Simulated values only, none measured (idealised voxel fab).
The following is a process module called voxel gate over fins.
The cross-section shown here is cut; it is 265 nm wide and divided into square cells measuring 5 nm on a side.
In this document a cross-section is written as a grid of square cells. It is given as a series of bands, listed from the top down, and a band is one or more rows of cells.
It is stipulated that each band's entry specify, in nanometres, the height of the top of the band and then that of its bottom, followed by the materials of the band in left-to-right sequence, each together with its width in nanometres. A single material marked by the word "everywhere" is understood to fill the band from edge to edge; the word "empty" is understood to denote empty space.
Heights from 0 (as-received wafer is one material below). Bottom band endless downward, as "0 down".
Top row gets the first number, bottom row gets the second, and each row in between changes by the same step: that is how a band width like "30 to 40" works.
You'll sometimes find "left unchanged" written for a step, and that's the way of saying that nowhere in the cross-section did a cell change during that step.
"Sealed internal voids" - sealed voids, min. 8 cells, no opening to top; format: width x height at distance (distance from left edge; nm throughout).
On each step's line, the part that comes after the settings is the simulator's own comment on the step.
overlay nm: mask offset rightward from planned place, masked step; negative means leftward offset.

THESE ARE THE STEPS WE PLANNED FOR THE PROCESS
step 1: RECEIVE | material Si
step 2: CONFORMAL_DEP | material SiN | thk nm 5
step 3: DIRECTIONAL_DEP | material aC | thk nm 10
step 4: PATTERN | tone cover | mask id FINS | material resist | width nm 15 | pitch nm 40 | thk nm 30 | overlay nm 0
step 5: DIRECTIONAL_ETCH | etch materials aC | depth nm 10
step 6: STRIP | etch materials resist
step 7: DIRECTIONAL_ETCH | etch materials SiN | depth nm 5
step 8: DIRECTIONAL_ETCH | etch materials Si | depth nm 30
step 9: STRIP | etch materials aC
step 10: OXIDIZE | depth nm 5
step 11: FILL_DEP | material SiO2 | thk nm 15
step 12: CMP | height nm 5
step 13: SELECTIVE_ETCH | etch materials SiO2 | depth nm 20
step 14: STRIP | etch materials SiN
step 15: CONFORMAL_DEP | material HfO2 | thk nm 5
step 16: CONFORMAL_DEP | material TiN | thk nm 5
step 17: FILL_DEP | material W | thk nm 15
step 18: CMP | height nm 20
step 19: CONFORMAL_DEP | material SiN | thk nm 10

CROSS-SECTION, INCOMING MATERIAL, AFTER STEP 1
* 0 down | Si everywhere
* Sealed internal voids: none

STARTING STRUCTURE AND PROCESS PLAN ARE AS SHOWN ABOVE, BUT ONE MISTAKE WAS MADE IN RUNNING THE MODULE; THE WAFER CROSS-SECTION AT THE END OF THE MODULE FOLLOWS
* 30 to 20 | SiN everywhere
* 20 to 10 | W everywhere
* 10 to 5 | 110 of TiN, then 5 of W, then 35 of TiN, then 5 of W, then 110 of TiN
* 5 to 0 | 105 of HfO2, then 5 of TiN, then 5 of W, then 5 of TiN, then 25 of HfO2, then 5 of TiN, then 5 of W, then 5 of TiN, then 105 of HfO2
* 0 to -5 | 100 of Si, then 5 of HfO2, then 5 of TiN, then 5 of W, then 5 of TiN, then 5 of HfO2, then 15 of Si, then 5 of HfO2, then 5 of TiN, then 5 of W, then 5 of TiN, then 5 of HfO2, then 100 of Si
* -5 to -10 | 100 of Si, then 5 of HfO2, then 15 of TiN, then 5 of HfO2, then 15 of Si, then 5 of HfO2, then 15 of TiN, then 5 of HfO2, then 100 of Si
* -10 to -15 | 100 of Si, then 25 of HfO2, then 15 of Si, then 25 of HfO2, then 100 of Si
* -15 to -35 | 100 of Si, then 25 of SiO2, then 15 of Si, then 25 of SiO2, then 100 of Si
* -35 down | Si everywhere
* Sealed internal voids: none
Where did the run depart from the plan? step 4, actual vs plan mismatch, actual run PATTERN | tone open | mask id FINS | material resist | width nm 15 | pitch nm 40 | thk nm 30 | overlay nm 0
